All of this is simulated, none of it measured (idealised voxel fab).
process module | voxel transistor to metal
Cross-section cut spans 185 nm and uses square cells 5 nm in size.
Notation: cross-section as square-cell grid; stated in bands, top first, going down; one or more cell rows per band. First you get the band's top height and its bottom height, in nm, and then the materials it's made of, left to right, with each width in nm. If you see a single material with "edge to edge", that one covers the band edge to edge. "blank" is empty space. Height is counted from the level 0, under which the received wafer is composed throughout of one material. The lowest of the bands is not closed at the bottom but continues downward, in the notation "0 and below". With a width like "30..40", each row of cells in the band differs from the next by the same amount, the top row carrying the first number and the bottom row the second. Given "no modifications" for a step, no cell of the cross-section differs between before and after that step. In the "Closed cavities" entry, you get each enclosed empty space of 8 cells or more, one with no open way to the top, written width x height at distance, distance from the left edge, in nm. The remark found on a step's line after its settings is issued by the simulator itself and pertains to that step. The setting "overlay nm" may be written on the line of a step. When the step uses a mask, the value reports how far to the right of the planned place the mask lay, and a negative value reports that it lay to the left.
# Process steps - plan
| 1 | RECEIVE (material Si) |
| 2 | CONFORMAL_DEP (material SiO2; thk nm 5) |
| 3 | CONFORMAL_DEP (material SiN; thk nm 10) |
| 4 | MASKED_ETCH (tone cover; mask id ACTIVE; width nm 120; etch materials SiN; depth nm 10; overlay nm 0) |
| 5 | MASKED_ETCH (tone cover; mask id ACTIVE; width nm 120; etch materials SiO2; depth nm 5; overlay nm 0) |
| 6 | MASKED_ETCH (tone cover; mask id ACTIVE; width nm 120; etch materials Si; depth nm 20; overlay nm 0) |
| 7 | OXIDIZE (depth nm 5) |
| 8 | FILL_DEP (material SiO2; thk nm 5) |
| 9 | CMP (height nm 15) |
| 10 | SELECTIVE_ETCH (etch materials SiO2; depth nm 10) |
| 11 | STRIP (etch materials SiN) |
| 12 | SELECTIVE_ETCH (etch materials SiO2; depth nm 5) |
| 13 | OXIDIZE (depth nm 5) |
| 14 | DIRECTIONAL_DEP (material polySi; thk nm 25) |
| 15 | DIRECTIONAL_DEP (material SiCN; thk nm 10) |
| 16 | MASKED_ETCH (tone cover; mask id GATE; width nm 30; etch materials SiCN; depth nm 20; overlay nm 0) |
| 17 | MASKED_ETCH (tone cover; mask id GATE; width nm 30; etch materials polySi; depth nm 35; overlay nm 0) |
| 18 | CONFORMAL_DEP (material SiO2; thk nm 5) |
| 19 | DIRECTIONAL_ETCH (etch materials SiO2; depth nm 5) |
| 20 | CONFORMAL_DEP (material SiN; thk nm 5) |
| 21 | DIRECTIONAL_ETCH (etch materials SiN; depth nm 5) |
| 22 | DIRECTIONAL_ETCH (etch materials SiO2; depth nm 5) |
| 23 | DIRECTIONAL_ETCH (etch materials Si; depth nm 15) |
| 24 | EPI (material SiGe; thk nm 20) |
| 25 | FILL_DEP (material SiO2; thk nm 10) |
| 26 | CMP (height nm 25) |
| 27 | STRIP (etch materials polySi) |
| 28 | SELECTIVE_ETCH (etch materials SiO2; depth nm 5) |
| 29 | CONFORMAL_DEP (material HfO2; thk nm 5) |
| 30 | CONFORMAL_DEP (material TiN; thk nm 5) |
| 31 | FILL_DEP (material W; thk nm 10) |
| 32 | CMP (height nm 20) |
| 33 | DIRECTIONAL_DEP (material SiO2; thk nm 10) |
| 34 | DIRECTIONAL_DEP (material aC; thk nm 10) |
| 35 | PATTERN (tone open; mask id CONTACT; material resist; width nm 20; pitch nm 90; thk nm 25; overlay nm 0) |
| 36 | DIRECTIONAL_ETCH (etch materials aC; depth nm 10) |
| 37 | STRIP (etch materials resist) |
| 38 | DIRECTIONAL_ETCH (etch materials SiO2; depth nm 30) |
| 39 | STRIP (etch materials aC) |
| 40 | CONFORMAL_DEP (material TiN; thk nm 5) |
| 41 | FILL_DEP (material Ru; thk nm 5) |
| 42 | CMP (height nm 30) |
| 43 | CONFORMAL_DEP (material SiCN; thk nm 5) |
| 44 | DIRECTIONAL_DEP (material lowk; thk nm 25) |
| 45 | DIRECTIONAL_DEP (material aC; thk nm 15) |
| 46 | PATTERN (tone open; mask id METAL_1; material resist; width nm 20; pitch nm 90; thk nm 35; overlay nm 0) |
| 47 | DIRECTIONAL_ETCH (etch materials aC; depth nm 15) |
| 48 | STRIP (etch materials resist) |
| 49 | DIRECTIONAL_ETCH (etch materials lowk; depth nm 25) |
| 50 | DIRECTIONAL_ETCH (etch materials SiCN; depth nm 5) |
| 51 | STRIP (etch materials aC) |
| 52 | CONFORMAL_DEP (material TiN; thk nm 5) |
| 53 | FILL_DEP (material Ru; thk nm 5) |
| 54 | CMP (height nm 60) |
| 55 | CONFORMAL_DEP (material SiCN; thk nm 5) |
# First of two wafers - as planned
# Shown in cross-section is the wafer as received, that is, as it stands after step 1
	0 and below = Si edge to edge
	Closed cavities: none
# The wafer, seen in cross-section, after step 2
	5 down to 0 = SiO2 edge to edge
	Below a height of 0, the structure has not been altered.
# The wafer, seen in cross-section, after step 3
	15 down to 5 = SiN edge to edge
	Below a height of 5, the structure has not been altered.
# The wafer, seen in cross-section, after step 4
	15 down to 5 = blank=30; SiN=120; blank=35
	Below a height of 5, the structure has not been altered.
# The wafer, seen in cross-section, after step 5
	15 down to 5 = blank=30; SiN=120; blank=35
	5 down to 0 = blank=30; SiO2=120; blank=35
	Below a height of 0, the structure has not been altered.
# The wafer, seen in cross-section, after step 6
	15 down to 5 = blank=30; SiN=120; blank=35
	5 down to 0 = blank=30; SiO2=120; blank=35
	0 down to -20 = blank=30; Si=120; blank=35
	Below a height of -20, the structure has not been altered.
# The wafer, seen in cross-section, after step 7
	15 down to 5 = blank=30; SiN=120; blank=35
	5 down to 0 = blank=30; SiO2=120; blank=35
	0 down to -20 = blank=30; SiO2=5; Si=110; SiO2=5; blank=35
	-20 down to -25 = SiO2=35; Si=110; SiO2=40
	Below a height of -25, the structure has not been altered.
# The wafer, seen in cross-section, after step 8
	20 down to 15 = SiO2 edge to edge
	15 down to 5 = SiO2=30; SiN=120; SiO2=35
	5 down to 0 = SiO2 edge to edge
	0 down to -25 = SiO2=35; Si=110; SiO2=40
	Below a height of -25, the structure has not been altered.
# The wafer, seen in cross-section, after step 9
	15 down to 5 = SiO2=30; SiN=120; SiO2=35
	Below a height of 5, the structure has not been altered.
# The wafer, seen in cross-section, after step 10
	15 down to 5 = blank=30; SiN=120; blank=35
	Below a height of 5, the structure has not been altered.
# The wafer, seen in cross-section, after step 11
	5 down to 0 = SiO2 edge to edge
	Below a height of 0, the structure has not been altered.
# The wafer, seen in cross-section, after step 12
	0 down to -25 = SiO2=35; Si=110; SiO2=40
	Below a height of -25, the structure has not been altered.
# The wafer, seen in cross-section, after step 13
	0 down to -5 = SiO2 edge to edge
	Below a height of -5, the structure has not been altered.
# The wafer, seen in cross-section, after step 14
	25 down to 0 = polySi edge to edge
	Below a height of 0, the structure has not been altered.
# The wafer, seen in cross-section, after step 15
	35 down to 25 = SiCN edge to edge
	Below a height of 25, the structure has not been altered.
# The wafer, seen in cross-section, after step 16
	35 down to 25 = blank=75; SiCN=30; blank=80
	Below a height of 25, the structure has not been altered.
# The wafer, seen in cross-section, after step 17
	35 down to 25 = blank=75; SiCN=30; blank=80
	25 down to 0 = blank=75; polySi=30; blank=80
	Below a height of 0, the structure has not been altered.
# The wafer, seen in cross-section, after step 18
	40 down to 35 = blank=70; SiO2=40; blank=75
	35 down to 25 = blank=70; SiO2=5; SiCN=30; SiO2=5; blank=75
	25 down to 5 = blank=70; SiO2=5; polySi=30; SiO2=5; blank=75
	5 down to 0 = SiO2=75; polySi=30; SiO2=80
	Below a height of 0, the structure has not been altered.
# The wafer, seen in cross-section, after step 19
	35 down to 25 = blank=70; SiO2=5; SiCN=30; SiO2=5; blank=75
	25 down to 0 = blank=70; SiO2=5; polySi=30; SiO2=5; blank=75
	Below a height of 0, the structure has not been altered.
# The wafer, seen in cross-section, after step 20
	40 down to 35 = blank=65; SiN=50; blank=70
	35 down to 25 = blank=65; SiN=5; SiO2=5; SiCN=30; SiO2=5; SiN=5; blank=70
	25 down to 5 = blank=65; SiN=5; SiO2=5; polySi=30; SiO2=5; SiN=5; blank=70
	5 down to 0 = SiN=70; SiO2=5; polySi=30; SiO2=5; SiN=75
	Below a height of 0, the structure has not been altered.
# The wafer, seen in cross-section, after step 21
	35 down to 25 = blank=65; SiN=5; SiO2=5; SiCN=30; SiO2=5; SiN=5; blank=70
	25 down to 0 = blank=65; SiN=5; SiO2=5; polySi=30; SiO2=5; SiN=5; blank=70
	Below a height of 0, the structure has not been altered.
# The wafer, seen in cross-section, after step 22
	35 down to 30 = blank=65; SiN=5; blank=5; SiCN=30; blank=5; SiN=5; blank=70
	30 down to 25 = blank=65; SiN=5; SiO2=5; SiCN=30; SiO2=5; SiN=5; blank=70
	25 down to 0 = blank=65; SiN=5; SiO2=5; polySi=30; SiO2=5; SiN=5; blank=70
	0 down to -5 = blank=65; SiO2=50; blank=70
	Below a height of -5, the structure has not been altered.
# The wafer, seen in cross-section, after step 23
	35 down to 30 = blank=65; SiN=5; blank=5; SiCN=30; blank=5; SiN=5; blank=70
	30 down to 25 = blank=65; SiN=5; SiO2=5; SiCN=30; SiO2=5; SiN=5; blank=70
	25 down to 0 = blank=65; SiN=5; SiO2=5; polySi=30; SiO2=5; SiN=5; blank=70
	0 down to -5 = blank=65; SiO2=50; blank=70
	-5 down to -20 = SiO2=35; blank=30; Si=50; blank=30; SiO2=40
	Below a height of -20, the structure has not been altered.
# The wafer, seen in cross-section, after step 24
	35 down to 30 = blank=65; SiN=5; blank=5; SiCN=30; blank=5; SiN=5; blank=70
	30 down to 25 = blank=65; SiN=5; SiO2=5; SiCN=30; SiO2=5; SiN=5; blank=70
	25 down to 15 = blank=65; SiN=5; SiO2=5; polySi=30; SiO2=5; SiN=5; blank=70
	15 down to 0 = blank=45; SiGe=20; SiN=5; SiO2=5; polySi=30; SiO2=5; SiN=5; SiGe=20; blank=50
	0 down to -5 = blank=30; SiGe=35; SiO2=50; SiGe=35; blank=35
	-5 down to -20 = SiO2=35; SiGe=30; Si=50; SiGe=30; SiO2=40
	Below a height of -20, the structure has not been altered.
# The wafer, seen in cross-section, after step 25
	45 down to 35 = SiO2 edge to edge
	35 down to 25 = SiO2=65; SiN=5; SiO2=5; SiCN=30; SiO2=5; SiN=5; SiO2=70
	25 down to 15 = SiO2=65; SiN=5; SiO2=5; polySi=30; SiO2=5; SiN=5; SiO2=70
	15 down to 0 = SiO2=45; SiGe=20; SiN=5; SiO2=5; polySi=30; SiO2=5; SiN=5; SiGe=20; SiO2=50
	0 down to -5 = SiO2=30; SiGe=35; SiO2=50; SiGe=35; SiO2=35
	Below a height of -5, the structure has not been altered.
# The wafer, seen in cross-section, after step 26
	25 down to 15 = SiO2=65; SiN=5; SiO2=5; polySi=30; SiO2=5; SiN=5; SiO2=70
	Below a height of 15, the structure has not been altered.
# The wafer, seen in cross-section, after step 27
	25 down to 15 = SiO2=65; SiN=5; SiO2=5; blank=30; SiO2=5; SiN=5; SiO2=70
	15 down to 0 = SiO2=45; SiGe=20; SiN=5; SiO2=5; blank=30; SiO2=5; SiN=5; SiGe=20; SiO2=50
	Below a height of 0, the structure has not been altered.
# The wafer, seen in cross-section, after step 28
	25 down to 20 = blank=65; SiN=5; blank=40; SiN=5; blank=70
	20 down to 15 = SiO2=65; SiN=5; blank=40; SiN=5; SiO2=70
	15 down to 0 = SiO2=45; SiGe=20; SiN=5; blank=40; SiN=5; SiGe=20; SiO2=50
	0 down to -5 = SiO2=30; SiGe=35; SiO2=5; blank=40; SiO2=5; SiGe=35; SiO2=35
	Below a height of -5, the structure has not been altered.
# The wafer, seen in cross-section, after step 29
	30 down to 25 = blank=60; HfO2=15; blank=30; HfO2=15; blank=65
	25 down to 20 = HfO2=65; SiN=5; HfO2=5; blank=30; HfO2=5; SiN=5; HfO2=70
	20 down to 15 = SiO2=65; SiN=5; HfO2=5; blank=30; HfO2=5; SiN=5; SiO2=70
	15 down to 0 = SiO2=45; SiGe=20; SiN=5; HfO2=5; blank=30; HfO2=5; SiN=5; SiGe=20; SiO2=50
	0 down to -5 = SiO2=30; SiGe=35; SiO2=5; HfO2=40; SiO2=5; SiGe=35; SiO2=35
	Below a height of -5, the structure has not been altered.
# The wafer, seen in cross-section, after step 30
	35 down to 30 = blank=55; TiN=25; blank=20; TiN=25; blank=60
	30 down to 25 = TiN=60; HfO2=15; TiN=5; blank=20; TiN=5; HfO2=15; TiN=65
	25 down to 20 = HfO2=65; SiN=5; HfO2=5; TiN=5; blank=20; TiN=5; HfO2=5; SiN=5; HfO2=70
	20 down to 15 = SiO2=65; SiN=5; HfO2=5; TiN=5; blank=20; TiN=5; HfO2=5; SiN=5; SiO2=70
	15 down to 5 = SiO2=45; SiGe=20; SiN=5; HfO2=5; TiN=5; blank=20; TiN=5; HfO2=5; SiN=5; SiGe=20; SiO2=50
	5 down to 0 = SiO2=45; SiGe=20; SiN=5; HfO2=5; TiN=30; HfO2=5; SiN=5; SiGe=20; SiO2=50
	Below a height of 0, the structure has not been altered.
# The wafer, seen in cross-section, after step 31
	45 down to 35 = W edge to edge
	35 down to 30 = W=55; TiN=25; W=20; TiN=25; W=60
	30 down to 25 = TiN=60; HfO2=15; TiN=5; W=20; TiN=5; HfO2=15; TiN=65
	25 down to 20 = HfO2=65; SiN=5; HfO2=5; TiN=5; W=20; TiN=5; HfO2=5; SiN=5; HfO2=70
	20 down to 15 = SiO2=65; SiN=5; HfO2=5; TiN=5; W=20; TiN=5; HfO2=5; SiN=5; SiO2=70
	15 down to 5 = SiO2=45; SiGe=20; SiN=5; HfO2=5; TiN=5; W=20; TiN=5; HfO2=5; SiN=5; SiGe=20; SiO2=50
	Below a height of 5, the structure has not been altered.
# The wafer, seen in cross-section, after step 32
	20 down to 15 = SiO2=65; SiN=5; HfO2=5; TiN=5; W=20; TiN=5; HfO2=5; SiN=5; SiO2=70
	Below a height of 15, the structure has not been altered.
# The wafer, seen in cross-section, after step 33
	30 down to 20 = SiO2 edge to edge
	Below a height of 20, the structure has not been altered.
# The wafer, seen in cross-section, after step 34
	40 down to 30 = aC edge to edge
	Below a height of 30, the structure has not been altered.
# The wafer, seen in cross-section, after step 35
	65 down to 40 = resist=35; blank=20; resist=70; blank=20; resist=40
	Below a height of 40, the structure has not been altered.
# The wafer, seen in cross-section, after step 36
	55 down to 40 = resist=35; blank=20; resist=70; blank=20; resist=40
	40 down to 30 = aC=35; blank=20; aC=70; blank=20; aC=40
	Below a height of 30, the structure has not been altered.
# The wafer, seen in cross-section, after step 37
	40 down to 30 = aC=35; blank=20; aC=70; blank=20; aC=40
	Below a height of 30, the structure has not been altered.
# The wafer, seen in cross-section, after step 38
	40 down to 30 = aC=35; blank=20; aC=70; blank=20; aC=40
	30 down to 20 = SiO2=35; blank=20; SiO2=70; blank=20; SiO2=40
	20 down to 15 = SiO2=35; blank=20; SiO2=10; SiN=5; HfO2=5; TiN=5; W=20; TiN=5; HfO2=5; SiN=5; SiO2=10; blank=20; SiO2=40
	15 down to 5 = SiO2=35; blank=10; SiGe=20; SiN=5; HfO2=5; TiN=5; W=20; TiN=5; HfO2=5; SiN=5; SiGe=20; blank=10; SiO2=40
	5 down to 0 = SiO2=35; blank=10; SiGe=20; SiN=5; HfO2=5; TiN=30; HfO2=5; SiN=5; SiGe=20; blank=10; SiO2=40
	Below a height of 0, the structure has not been altered.
# The wafer, seen in cross-section, after step 39
	30 down to 20 = SiO2=35; blank=20; SiO2=70; blank=20; SiO2=40
	Below a height of 20, the structure has not been altered.
# The wafer, seen in cross-section, after step 40
	35 down to 30 = TiN=40; blank=10; TiN=80; blank=10; TiN=45
	30 down to 20 = SiO2=35; TiN=5; blank=10; TiN=5; SiO2=70; TiN=5; blank=10; TiN=5; SiO2=40
	20 down to 15 = SiO2=35; TiN=20; SiO2=10; SiN=5; HfO2=5; TiN=5; W=20; TiN=5; HfO2=5; SiN=5; SiO2=10; TiN=20; SiO2=40
	15 down to 5 = SiO2=35; TiN=10; SiGe=20; SiN=5; HfO2=5; TiN=5; W=20; TiN=5; HfO2=5; SiN=5; SiGe=20; TiN=10; SiO2=40
	5 down to 0 = SiO2=35; TiN=10; SiGe=20; SiN=5; HfO2=5; TiN=30; HfO2=5; SiN=5; SiGe=20; TiN=10; SiO2=40
	Below a height of 0, the structure has not been altered.
# The wafer, seen in cross-section, after step 41
	40 down to 35 = Ru edge to edge
	35 down to 30 = TiN=40; Ru=10; TiN=80; Ru=10; TiN=45
	30 down to 20 = SiO2=35; TiN=5; Ru=10; TiN=5; SiO2=70; TiN=5; Ru=10; TiN=5; SiO2=40
	Below a height of 20, the structure has not been altered.
# The wafer, seen in cross-section, after step 42
	30 down to 20 = SiO2=35; TiN=5; Ru=10; TiN=5; SiO2=70; TiN=5; Ru=10; TiN=5; SiO2=40
	Below a height of 20, the structure has not been altered.
# The wafer, seen in cross-section, after step 43
	35 down to 30 = SiCN edge to edge
	Below a height of 30, the structure has not been altered.
# The wafer, seen in cross-section, after step 44
	60 down to 35 = lowk edge to edge
	Below a height of 35, the structure has not been altered.
# The wafer, seen in cross-section, after step 45
	75 down to 60 = aC edge to edge
	Below a height of 60, the structure has not been altered.
# The wafer, seen in cross-section, after step 46
	110 down to 75 = resist=35; blank=20; resist=70; blank=20; resist=40
	Below a height of 75, the structure has not been altered.
# The wafer, seen in cross-section, after step 47
	95 down to 75 = resist=35; blank=20; resist=70; blank=20; resist=40
	75 down to 60 = aC=35; blank=20; aC=70; blank=20; aC=40
	Below a height of 60, the structure has not been altered.
# The wafer, seen in cross-section, after step 48
	75 down to 60 = aC=35; blank=20; aC=70; blank=20; aC=40
	Below a height of 60, the structure has not been altered.
# The wafer, seen in cross-section, after step 49
	75 down to 60 = aC=35; blank=20; aC=70; blank=20; aC=40
	60 down to 35 = lowk=35; blank=20; lowk=70; blank=20; lowk=40
	Below a height of 35, the structure has not been altered.
# The wafer, seen in cross-section, after step 50
	75 down to 60 = aC=35; blank=20; aC=70; blank=20; aC=40
	60 down to 35 = lowk=35; blank=20; lowk=70; blank=20; lowk=40
	35 down to 30 = SiCN=35; blank=20; SiCN=70; blank=20; SiCN=40
	Below a height of 30, the structure has not been altered.
# The wafer, seen in cross-section, after step 51
	60 down to 35 = lowk=35; blank=20; lowk=70; blank=20; lowk=40
	Below a height of 35, the structure has not been altered.
# The wafer, seen in cross-section, after step 52
	65 down to 60 = TiN=40; blank=10; TiN=80; blank=10; TiN=45
	60 down to 35 = lowk=35; TiN=5; blank=10; TiN=5; lowk=70; TiN=5; blank=10; TiN=5; lowk=40
	35 down to 30 = SiCN=35; TiN=20; SiCN=70; TiN=20; SiCN=40
	Below a height of 30, the structure has not been altered.
# The wafer, seen in cross-section, after step 53
	70 down to 65 = Ru edge to edge
	65 down to 60 = TiN=40; Ru=10; TiN=80; Ru=10; TiN=45
	60 down to 35 = lowk=35; TiN=5; Ru=10; TiN=5; lowk=70; TiN=5; Ru=10; TiN=5; lowk=40
	Below a height of 35, the structure has not been altered.
# The wafer, seen in cross-section, after step 54
	60 down to 35 = lowk=35; TiN=5; Ru=10; TiN=5; lowk=70; TiN=5; Ru=10; TiN=5; lowk=40
	Below a height of 35, the structure has not been altered.
# The wafer, seen in cross-section, after step 55
	65 down to 60 = SiCN edge to edge
	Below a height of 60, the structure has not been altered.
# For the second wafer, take the first wafer's start and plan, then add one mistake made in running it; everything through step 34, that step included, is shared with the first
# Planned end of step 35: second wafer, cross-section
	65 down to 40 = resist=40; blank=20; resist=70; blank=20; resist=35
	Below a height of 40, the structure has not been altered.
# Planned end of step 36: second wafer, cross-section
	55 down to 40 = resist=40; blank=20; resist=70; blank=20; resist=35
	40 down to 30 = aC=40; blank=20; aC=70; blank=20; aC=35
	Below a height of 30, the structure has not been altered.
# Planned end of step 37: second wafer, cross-section
	40 down to 30 = aC=40; blank=20; aC=70; blank=20; aC=35
	Below a height of 30, the structure has not been altered.
# Planned end of step 38: second wafer, cross-section
	40 down to 30 = aC=40; blank=20; aC=70; blank=20; aC=35
	30 down to 20 = SiO2=40; blank=20; SiO2=70; blank=20; SiO2=35
	20 down to 15 = SiO2=40; blank=20; SiO2=5; SiN=5; HfO2=5; TiN=5; W=20; TiN=5; HfO2=5; SiN=5; SiO2=15; blank=20; SiO2=35
	15 down to 5 = SiO2=40; blank=5; SiGe=20; SiN=5; HfO2=5; TiN=5; W=20; TiN=5; HfO2=5; SiN=5; SiGe=20; blank=15; SiO2=35
	5 down to 0 = SiO2=40; blank=5; SiGe=20; SiN=5; HfO2=5; TiN=30; HfO2=5; SiN=5; SiGe=20; blank=15; SiO2=35
	Below a height of 0, the structure has not been altered.
# Planned end of step 39: second wafer, cross-section
	30 down to 20 = SiO2=40; blank=20; SiO2=70; blank=20; SiO2=35
	Below a height of 20, the structure has not been altered.
# Planned end of step 40: second wafer, cross-section
	35 down to 30 = TiN=45; blank=10; TiN=80; blank=10; TiN=40
	30 down to 20 = SiO2=40; TiN=5; blank=10; TiN=5; SiO2=70; TiN=5; blank=10; TiN=5; SiO2=35
	20 down to 15 = SiO2=40; TiN=20; SiO2=5; SiN=5; HfO2=5; TiN=5; W=20; TiN=5; HfO2=5; SiN=5; SiO2=15; TiN=10; blank=5; TiN=5; SiO2=35
	15 down to 5 = SiO2=40; TiN=5; SiGe=20; SiN=5; HfO2=5; TiN=5; W=20; TiN=5; HfO2=5; SiN=5; SiGe=20; TiN=5; blank=5; TiN=5; SiO2=35
	5 down to 0 = SiO2=40; TiN=5; SiGe=20; SiN=5; HfO2=5; TiN=30; HfO2=5; SiN=5; SiGe=20; TiN=15; SiO2=35
	Below a height of 0, the structure has not been altered.
# Planned end of step 41: second wafer, cross-section
	40 down to 35 = Ru edge to edge
	35 down to 30 = TiN=45; Ru=10; TiN=80; Ru=10; TiN=40
	30 down to 20 = SiO2=40; TiN=5; Ru=10; TiN=5; SiO2=70; TiN=5; Ru=10; TiN=5; SiO2=35
	20 down to 15 = SiO2=40; TiN=20; SiO2=5; SiN=5; HfO2=5; TiN=5; W=20; TiN=5; HfO2=5; SiN=5; SiO2=15; TiN=10; Ru=5; TiN=5; SiO2=35
	15 down to 5 = SiO2=40; TiN=5; SiGe=20; SiN=5; HfO2=5; TiN=5; W=20; TiN=5; HfO2=5; SiN=5; SiGe=20; TiN=5; Ru=5; TiN=5; SiO2=35
	Below a height of 5, the structure has not been altered.
# Planned end of step 42: second wafer, cross-section
	30 down to 20 = SiO2=40; TiN=5; Ru=10; TiN=5; SiO2=70; TiN=5; Ru=10; TiN=5; SiO2=35
	Below a height of 20, the structure has not been altered.
# Planned end of step 43: second wafer, cross-section
	35 down to 30 = SiCN edge to edge
	Below a height of 30, the structure has not been altered.
# Planned end of step 44: second wafer, cross-section
	60 down to 35 = lowk edge to edge
	Below a height of 35, the structure has not been altered.
# Planned end of step 45: second wafer, cross-section
	75 down to 60 = aC edge to edge
	Below a height of 60, the structure has not been altered.
# Planned end of step 46: second wafer, cross-section
	110 down to 75 = resist=35; blank=20; resist=70; blank=20; resist=40
	Below a height of 75, the structure has not been altered.
# Planned end of step 47: second wafer, cross-section
	95 down to 75 = resist=35; blank=20; resist=70; blank=20; resist=40
	75 down to 60 = aC=35; blank=20; aC=70; blank=20; aC=40
	Below a height of 60, the structure has not been altered.
# Planned end of step 48: second wafer, cross-section
	75 down to 60 = aC=35; blank=20; aC=70; blank=20; aC=40
	Below a height of 60, the structure has not been altered.
# Planned end of step 49: second wafer, cross-section
	75 down to 60 = aC=35; blank=20; aC=70; blank=20; aC=40
	60 down to 35 = lowk=35; blank=20; lowk=70; blank=20; lowk=40
	Below a height of 35, the structure has not been altered.
# Planned end of step 50: second wafer, cross-section
	75 down to 60 = aC=35; blank=20; aC=70; blank=20; aC=40
	60 down to 35 = lowk=35; blank=20; lowk=70; blank=20; lowk=40
	35 down to 30 = SiCN=35; blank=20; SiCN=70; blank=20; SiCN=40
	Below a height of 30, the structure has not been altered.
# Planned end of step 51: second wafer, cross-section
	60 down to 35 = lowk=35; blank=20; lowk=70; blank=20; lowk=40
	Below a height of 35, the structure has not been altered.
# Planned end of step 52: second wafer, cross-section
	65 down to 60 = TiN=40; blank=10; TiN=80; blank=10; TiN=45
	60 down to 35 = lowk=35; TiN=5; blank=10; TiN=5; lowk=70; TiN=5; blank=10; TiN=5; lowk=40
	35 down to 30 = SiCN=35; TiN=20; SiCN=70; TiN=20; SiCN=40
	Below a height of 30, the structure has not been altered.
# Planned end of step 53: second wafer, cross-section
	70 down to 65 = Ru edge to edge
	65 down to 60 = TiN=40; Ru=10; TiN=80; Ru=10; TiN=45
	60 down to 35 = lowk=35; TiN=5; Ru=10; TiN=5; lowk=70; TiN=5; Ru=10; TiN=5; lowk=40
	Below a height of 35, the structure has not been altered.
# Planned end of step 54: second wafer, cross-section
	60 down to 35 = lowk=35; TiN=5; Ru=10; TiN=5; lowk=70; TiN=5; Ru=10; TiN=5; lowk=40
	Below a height of 35, the structure has not been altered.
# Planned end of step 55: second wafer, cross-section
	65 down to 60 = SiCN edge to edge
	Below a height of 60, the structure has not been altered.
Which mistake was made when the wafer was run? it should be noted that step 35 was executed with settings other than those planned, the operation and settings actually applied being PATTERN (tone open; mask id CONTACT; material resist; width nm 20; pitch nm 90; thk nm 25; overlay nm 5)
Once processing is complete, comparing cell counts shows that the second wafer has more or fewer of certain materials than the first: Ru: 3 more; TiN: 3 fewer
